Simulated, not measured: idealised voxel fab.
The following process module bears the name voxel capacitor over wiring.
Cross-section cut: width 240 nm, square cells of 5 nm.
For the purposes of this document, a cross-section shall be understood as a grid of square cells, specified as bands listed in top-to-bottom order, each band consisting of one or more rows of cells.
Heads up on the band format: heights come first, top then bottom, in nm. After that it's the materials left to right, each with its width in nm. A single material flagged "edge to edge" fills the whole band edge to edge, and "blank" means there's empty space there.
Height is counted from the level 0, under which the received wafer is composed throughout of one material. The lowest of the bands is not closed at the bottom but continues downward, in the notation "top 0, no bottom".
A width given as "30->40" starts at the first number in the band's top row and ends at the second number in its bottom row, shifting by an equal amount at every step from row to row.
A step reported as "identical to before" is a step in which no cell of the cross-section changed.
Enclosed voids (no open way to top), threshold 8 cells or more, entry "Enclosed cavities", notation width x height at distance, distance from left edge, nm.
Formally, on a step line, whatever follows the settings is a remark that the simulator itself makes on the step.
overlay nm: mask right of planned place by this much (step with mask). Neg. = left.
[Steps in the process plan]
step 1: op RECEIVE | material Si
step 2: op CONFORMAL_DEP | material SiO2 | thk nm 10
step 3: op CONFORMAL_DEP | material SiCN | thk nm 5
step 4: op DIRECTIONAL_DEP | material lowk | thk nm 20
step 5: op DIRECTIONAL_DEP | material aC | thk nm 10
step 6: op PATTERN | tone open | mask id METAL_1 | material resist | width nm 30 | pitch nm 80 | thk nm 30 | overlay nm 0
step 7: op DIRECTIONAL_ETCH | etch materials aC | depth nm 10
step 8: op STRIP | etch materials resist
step 9: op DIRECTIONAL_ETCH | etch materials lowk | depth nm 20
step 10: op DIRECTIONAL_ETCH | etch materials SiCN | depth nm 5
step 11: op STRIP | etch materials aC
step 12: op CONFORMAL_DEP | material TiN | thk nm 5
step 13: op FILL_DEP | material Cu | thk nm 5
step 14: op CMP | height nm 35
step 15: op EPI | material Ru | thk nm 5
step 16: op FILL_DEP | material SiCN | thk nm 5
step 17: op DIRECTIONAL_DEP | material SiO2 | thk nm 20
step 18: op DIRECTIONAL_DEP | material aC | thk nm 15
step 19: op PATTERN | tone open | mask id PLUG_1 | material resist | width nm 15 | thk nm 35 | overlay nm 0
step 20: op DIRECTIONAL_ETCH | etch materials aC | depth nm 15
step 21: op STRIP | etch materials resist
step 22: op DIRECTIONAL_ETCH | etch materials SiO2 | depth nm 20
step 23: op DIRECTIONAL_ETCH | etch materials SiCN | depth nm 5
step 24: op STRIP | etch materials aC
step 25: op EPI | material Ru | thk nm 10
step 26: op EPI | material Ru | thk nm 10
step 27: op EPI | material Ru | thk nm 5
step 28: op DIRECTIONAL_DEP | material TiN | thk nm 5
step 29: op DIRECTIONAL_DEP | material SiN | thk nm 5
step 30: op DIRECTIONAL_DEP | material TiN | thk nm 10
step 31: op DIRECTIONAL_DEP | material aC | thk nm 15
step 32: op PATTERN | tone cover | mask id UPPER_PLATE | material resist | width nm 55 | thk nm 35 | overlay nm 0
step 33: op DIRECTIONAL_ETCH | etch materials aC | depth nm 15
step 34: op STRIP | etch materials resist
step 35: op DIRECTIONAL_ETCH | etch materials TiN | depth nm 10
step 36: op DIRECTIONAL_ETCH | etch materials SiN | depth nm 5
step 37: op STRIP | etch materials aC
step 38: op MASKED_ETCH | tone cover | mask id LOWER_PLATE | width nm 65 | etch materials TiN | depth nm 5 | overlay nm 0
step 39: op FILL_DEP | material SiO2 | thk nm 15
step 40: op CMP | height nm 95
step 41: op MASKED_ETCH | tone open | mask id PLUG_2 | width nm 15 | etch materials SiO2 | depth nm 10 | overlay nm 0
step 42: op CONFORMAL_DEP | material TiN | thk nm 5
step 43: op FILL_DEP | material Ru | thk nm 5
step 44: op CMP | height nm 95
step 45: op CONFORMAL_DEP | material SiN | thk nm 5
[So, the first of our two wafers, run just as we planned it]
[As-received state of the wafer in cross-section, equivalent to post-step 1]
top 0, no bottom = Si edge to edge
Enclosed cavities: none
[Sectional view: wafer, after step 2]
top 10, bottom 0 = SiO2 edge to edge
Below 0, the layers are the same as they were.
[Sectional view: wafer, after step 3]
top 15, bottom 10 = SiCN edge to edge
Below 10, the layers are the same as they were.
[Sectional view: wafer, after step 4]
top 35, bottom 15 = lowk edge to edge
Below 15, the layers are the same as they were.
[Sectional view: wafer, after step 5]
top 45, bottom 35 = aC edge to edge
Below 35, the layers are the same as they were.
[Sectional view: wafer, after step 6]
top 75, bottom 45 = 65 resist; 30 blank; 50 resist; 30 blank; 65 resist
Below 45, the layers are the same as they were.
[Sectional view: wafer, after step 7]
top 65, bottom 45 = 65 resist; 30 blank; 50 resist; 30 blank; 65 resist
top 45, bottom 35 = 65 aC; 30 blank; 50 aC; 30 blank; 65 aC
Below 35, the layers are the same as they were.
[Sectional view: wafer, after step 8]
top 45, bottom 35 = 65 aC; 30 blank; 50 aC; 30 blank; 65 aC
Below 35, the layers are the same as they were.
[Sectional view: wafer, after step 9]
top 45, bottom 35 = 65 aC; 30 blank; 50 aC; 30 blank; 65 aC
top 35, bottom 15 = 65 lowk; 30 blank; 50 lowk; 30 blank; 65 lowk
Below 15, the layers are the same as they were.
[Sectional view: wafer, after step 10]
top 45, bottom 35 = 65 aC; 30 blank; 50 aC; 30 blank; 65 aC
top 35, bottom 15 = 65 lowk; 30 blank; 50 lowk; 30 blank; 65 lowk
top 15, bottom 10 = 65 SiCN; 30 blank; 50 SiCN; 30 blank; 65 SiCN
Below 10, the layers are the same as they were.
[Sectional view: wafer, after step 11]
top 35, bottom 15 = 65 lowk; 30 blank; 50 lowk; 30 blank; 65 lowk
Below 15, the layers are the same as they were.
[Sectional view: wafer, after step 12]
top 40, bottom 35 = 70 TiN; 20 blank; 60 TiN; 20 blank; 70 TiN
top 35, bottom 15 = 65 lowk; 5 TiN; 20 blank; 5 TiN; 50 lowk; 5 TiN; 20 blank; 5 TiN; 65 lowk
top 15, bottom 10 = 65 SiCN; 30 TiN; 50 SiCN; 30 TiN; 65 SiCN
Below 10, the layers are the same as they were.
[Sectional view: wafer, after step 13]
top 45, bottom 40 = Cu edge to edge
top 40, bottom 35 = 70 TiN; 20 Cu; 60 TiN; 20 Cu; 70 TiN
top 35, bottom 15 = 65 lowk; 5 TiN; 20 Cu; 5 TiN; 50 lowk; 5 TiN; 20 Cu; 5 TiN; 65 lowk
Below 15, the layers are the same as they were.
[Sectional view: wafer, after step 14]
top 35, bottom 15 = 65 lowk; 5 TiN; 20 Cu; 5 TiN; 50 lowk; 5 TiN; 20 Cu; 5 TiN; 65 lowk
Below 15, the layers are the same as they were.
[Sectional view: wafer, after step 15]
top 40, bottom 35 = 60 blank; 40 Ru; 40 blank; 40 Ru; 60 blank
Below 35, the layers are the same as they were.
[Sectional view: wafer, after step 16]
top 45, bottom 40 = SiCN edge to edge
top 40, bottom 35 = 60 SiCN; 40 Ru; 40 SiCN; 40 Ru; 60 SiCN
Below 35, the layers are the same as they were.
[Sectional view: wafer, after step 17]
top 65, bottom 45 = SiO2 edge to edge
Below 45, the layers are the same as they were.
[Sectional view: wafer, after step 18]
top 80, bottom 65 = aC edge to edge
Below 65, the layers are the same as they were.
[Sectional view: wafer, after step 19]
top 115, bottom 80 = 80 resist; 15 blank; 145 resist
Below 80, the layers are the same as they were.
[Sectional view: wafer, after step 20]
top 100, bottom 80 = 80 resist; 15 blank; 145 resist
top 80, bottom 65 = 80 aC; 15 blank; 145 aC
Below 65, the layers are the same as they were.
[Sectional view: wafer, after step 21]
top 80, bottom 65 = 80 aC; 15 blank; 145 aC
Below 65, the layers are the same as they were.
[Sectional view: wafer, after step 22]
top 80, bottom 65 = 80 aC; 15 blank; 145 aC
top 65, bottom 45 = 80 SiO2; 15 blank; 145 SiO2
Below 45, the layers are the same as they were.
[Sectional view: wafer, after step 23]
top 80, bottom 65 = 80 aC; 15 blank; 145 aC
top 65, bottom 45 = 80 SiO2; 15 blank; 145 SiO2
top 45, bottom 40 = 80 SiCN; 15 blank; 145 SiCN
Below 40, the layers are the same as they were.
[Sectional view: wafer, after step 24]
top 65, bottom 45 = 80 SiO2; 15 blank; 145 SiO2
Below 45, the layers are the same as they were.
[Sectional view: wafer, after step 25]
top 65, bottom 50 = 80 SiO2; 15 blank; 145 SiO2
top 50, bottom 45 = 80 SiO2; 15 Ru; 145 SiO2
top 45, bottom 40 = 80 SiCN; 15 Ru; 145 SiCN
Below 40, the layers are the same as they were.
[Sectional view: wafer, after step 26]
top 65, bottom 60 = 80 SiO2; 15 blank; 145 SiO2
top 60, bottom 45 = 80 SiO2; 15 Ru; 145 SiO2
Below 45, the layers are the same as they were.
[Sectional view: wafer, after step 27]
top 65, bottom 45 = 80 SiO2; 15 Ru; 145 SiO2
Below 45, the layers are the same as they were.
[Sectional view: wafer, after step 28]
top 70, bottom 65 = TiN edge to edge
Below 65, the layers are the same as they were.
[Sectional view: wafer, after step 29]
top 75, bottom 70 = SiN edge to edge
Below 70, the layers are the same as they were.
[Sectional view: wafer, after step 30]
top 85, bottom 75 = TiN edge to edge
Below 75, the layers are the same as they were.
[Sectional view: wafer, after step 31]
top 100, bottom 85 = aC edge to edge
Below 85, the layers are the same as they were.
[Sectional view: wafer, after step 32]
top 135, bottom 100 = 80 blank; 55 resist; 105 blank
Below 100, the layers are the same as they were.
[Sectional view: wafer, after step 33]
top 120, bottom 100 = 80 blank; 55 resist; 105 blank
top 100, bottom 85 = 80 blank; 55 aC; 105 blank
Below 85, the layers are the same as they were.
[Sectional view: wafer, after step 34]
top 100, bottom 85 = 80 blank; 55 aC; 105 blank
Below 85, the layers are the same as they were.
[Sectional view: wafer, after step 35]
top 100, bottom 85 = 80 blank; 55 aC; 105 blank
top 85, bottom 75 = 80 blank; 55 TiN; 105 blank
Below 75, the layers are the same as they were.
[Sectional view: wafer, after step 36]
top 100, bottom 85 = 80 blank; 55 aC; 105 blank
top 85, bottom 75 = 80 blank; 55 TiN; 105 blank
top 75, bottom 70 = 80 blank; 55 SiN; 105 blank
Below 70, the layers are the same as they were.
[Sectional view: wafer, after step 37]
top 85, bottom 75 = 80 blank; 55 TiN; 105 blank
Below 75, the layers are the same as they were.
[Sectional view: wafer, after step 38]
top 85, bottom 75 = 80 blank; 55 TiN; 105 blank
top 75, bottom 70 = 80 blank; 55 SiN; 105 blank
top 70, bottom 65 = 75 blank; 65 TiN; 100 blank
Below 65, the layers are the same as they were.
[Sectional view: wafer, after step 39]
top 100, bottom 85 = SiO2 edge to edge
top 85, bottom 75 = 80 SiO2; 55 TiN; 105 SiO2
top 75, bottom 70 = 80 SiO2; 55 SiN; 105 SiO2
top 70, bottom 65 = 75 SiO2; 65 TiN; 100 SiO2
Below 65, the layers are the same as they were.
[Sectional view: wafer, after step 40]
top 95, bottom 85 = SiO2 edge to edge
Below 85, the layers are the same as they were.
[Sectional view: wafer, after step 41]
top 95, bottom 85 = 90 SiO2; 15 blank; 135 SiO2
Below 85, the layers are the same as they were.
[Sectional view: wafer, after step 42]
top 100, bottom 95 = 95 TiN; 5 blank; 140 TiN
top 95, bottom 90 = 90 SiO2; 5 TiN; 5 blank; 5 TiN; 135 SiO2
top 90, bottom 85 = 90 SiO2; 15 TiN; 135 SiO2
Below 85, the layers are the same as they were.
[Sectional view: wafer, after step 43]
top 105, bottom 100 = Ru edge to edge
top 100, bottom 95 = 95 TiN; 5 Ru; 140 TiN
top 95, bottom 90 = 90 SiO2; 5 TiN; 5 Ru; 5 TiN; 135 SiO2
Below 90, the layers are the same as they were.
[Sectional view: wafer, after step 44]
top 95, bottom 90 = 90 SiO2; 5 TiN; 5 Ru; 5 TiN; 135 SiO2
Below 90, the layers are the same as they were.
[Sectional view: wafer, after step 45]
top 100, bottom 95 = SiN edge to edge
Below 95, the layers are the same as they were.
[Second wafer: same start and same plan as the first, one execution error; identical to the first through step 24]
[Second wafer at the planned finish of step 26, seen in cross-section]
top 70, bottom 65 = 75 blank; 25 Ru; 140 blank
top 65, bottom 45 = 80 SiO2; 15 Ru; 145 SiO2
top 45, bottom 40 = 80 SiCN; 15 Ru; 145 SiCN
Below 40, the layers are the same as they were.
[Second wafer at the planned finish of step 27, seen in cross-section]
top 75, bottom 65 = 70 blank; 35 Ru; 135 blank
Below 65, the layers are the same as they were.
[Second wafer at the planned finish of step 28, seen in cross-section]
top 80, bottom 75 = 70 blank; 35 TiN; 135 blank
top 75, bottom 70 = 70 blank; 35 Ru; 135 blank
top 70, bottom 65 = 70 TiN; 35 Ru; 135 TiN
Below 65, the layers are the same as they were.
[Second wafer at the planned finish of step 29, seen in cross-section]
top 85, bottom 80 = 70 blank; 35 SiN; 135 blank
top 80, bottom 75 = 70 blank; 35 TiN; 135 blank
top 75, bottom 70 = 70 SiN; 35 Ru; 135 SiN
Below 70, the layers are the same as they were.
[Second wafer at the planned finish of step 30, seen in cross-section]
top 95, bottom 85 = 70 blank; 35 TiN; 135 blank
top 85, bottom 80 = 70 TiN; 35 SiN; 135 TiN
top 80, bottom 75 = TiN edge to edge
Below 75, the layers are the same as they were.
[Second wafer at the planned finish of step 31, seen in cross-section]
top 110, bottom 100 = 70 blank; 35 aC; 135 blank
top 100, bottom 95 = aC edge to edge
top 95, bottom 85 = 70 aC; 35 TiN; 135 aC
Below 85, the layers are the same as they were.
[Second wafer at the planned finish of step 32, seen in cross-section]
top 145, bottom 110 = 80 blank; 55 resist; 105 blank
top 110, bottom 100 = 70 blank; 35 aC; 30 resist; 105 blank
Below 100, the layers are the same as they were.
[Second wafer at the planned finish of step 33, seen in cross-section]
top 130, bottom 110 = 80 blank; 55 resist; 105 blank
top 110, bottom 100 = 80 blank; 25 aC; 30 resist; 105 blank
top 100, bottom 95 = 80 blank; 55 aC; 105 blank
top 95, bottom 85 = 70 blank; 35 TiN; 30 aC; 105 blank
Below 85, the layers are the same as they were.
[Second wafer at the planned finish of step 34, seen in cross-section]
top 110, bottom 100 = 80 blank; 25 aC; 135 blank
Below 100, the layers are the same as they were.
[Second wafer at the planned finish of step 35, seen in cross-section]
top 110, bottom 100 = 80 blank; 25 aC; 135 blank
top 100, bottom 95 = 80 blank; 55 aC; 105 blank
top 95, bottom 85 = 80 blank; 25 TiN; 30 aC; 105 blank
top 85, bottom 80 = 70 blank; 35 SiN; 30 TiN; 105 blank
top 80, bottom 75 = 70 blank; 65 TiN; 105 blank
Below 75, the layers are the same as they were.
[Second wafer at the planned finish of step 36, seen in cross-section]
top 110, bottom 100 = 80 blank; 25 aC; 135 blank
top 100, bottom 95 = 80 blank; 55 aC; 105 blank
top 95, bottom 85 = 80 blank; 25 TiN; 30 aC; 105 blank
top 85, bottom 80 = 80 blank; 25 SiN; 30 TiN; 105 blank
top 80, bottom 75 = 70 blank; 65 TiN; 105 blank
top 75, bottom 70 = 70 blank; 35 Ru; 30 SiN; 105 blank
Below 70, the layers are the same as they were.
[Second wafer at the planned finish of step 37, seen in cross-section]
top 95, bottom 85 = 80 blank; 25 TiN; 135 blank
Below 85, the layers are the same as they were.
[Second wafer at the planned finish of step 38, seen in cross-section]
top 95, bottom 85 = 80 blank; 25 TiN; 135 blank
top 85, bottom 80 = 80 blank; 25 SiN; 30 TiN; 105 blank
top 80, bottom 75 = 75 blank; 60 TiN; 105 blank
top 75, bottom 70 = 70 blank; 35 Ru; 30 SiN; 105 blank
top 70, bottom 65 = 70 blank; 35 Ru; 35 TiN; 100 blank
Below 65, the layers are the same as they were.
[Second wafer at the planned finish of step 39, seen in cross-section]
top 110, bottom 95 = SiO2 edge to edge
top 95, bottom 85 = 80 SiO2; 25 TiN; 135 SiO2
top 85, bottom 80 = 80 SiO2; 25 SiN; 30 TiN; 105 SiO2
top 80, bottom 75 = 75 SiO2; 60 TiN; 105 SiO2
top 75, bottom 70 = 70 SiO2; 35 Ru; 30 SiN; 105 SiO2
top 70, bottom 65 = 70 SiO2; 35 Ru; 35 TiN; 100 SiO2
Below 65, the layers are the same as they were.
[Second wafer at the planned finish of step 40, seen in cross-section]
top 95, bottom 85 = 80 SiO2; 25 TiN; 135 SiO2
Below 85, the layers are the same as they were.
Second wafer at the planned finish of step 41, seen in cross-section: identical to before
[Second wafer at the planned finish of step 42, seen in cross-section]
top 100, bottom 95 = TiN edge to edge
Below 95, the layers are the same as they were.
[Second wafer at the planned finish of step 43, seen in cross-section]
top 105, bottom 100 = Ru edge to edge
Below 100, the layers are the same as they were.
[Second wafer at the planned finish of step 44, seen in cross-section]
top 95, bottom 85 = 80 SiO2; 25 TiN; 135 SiO2
Below 85, the layers are the same as they were.
[Second wafer at the planned finish of step 45, seen in cross-section]
top 100, bottom 95 = SiN edge to edge
Below 95, the layers are the same as they were.
Error vs. plan: of the identical steps 25 and 26, one was run twice, which one not being known
Heads up, by the end the second wafer has more or fewer cells of some materials compared to the first: Ru +13 | SiO2 -8 | TiN -5
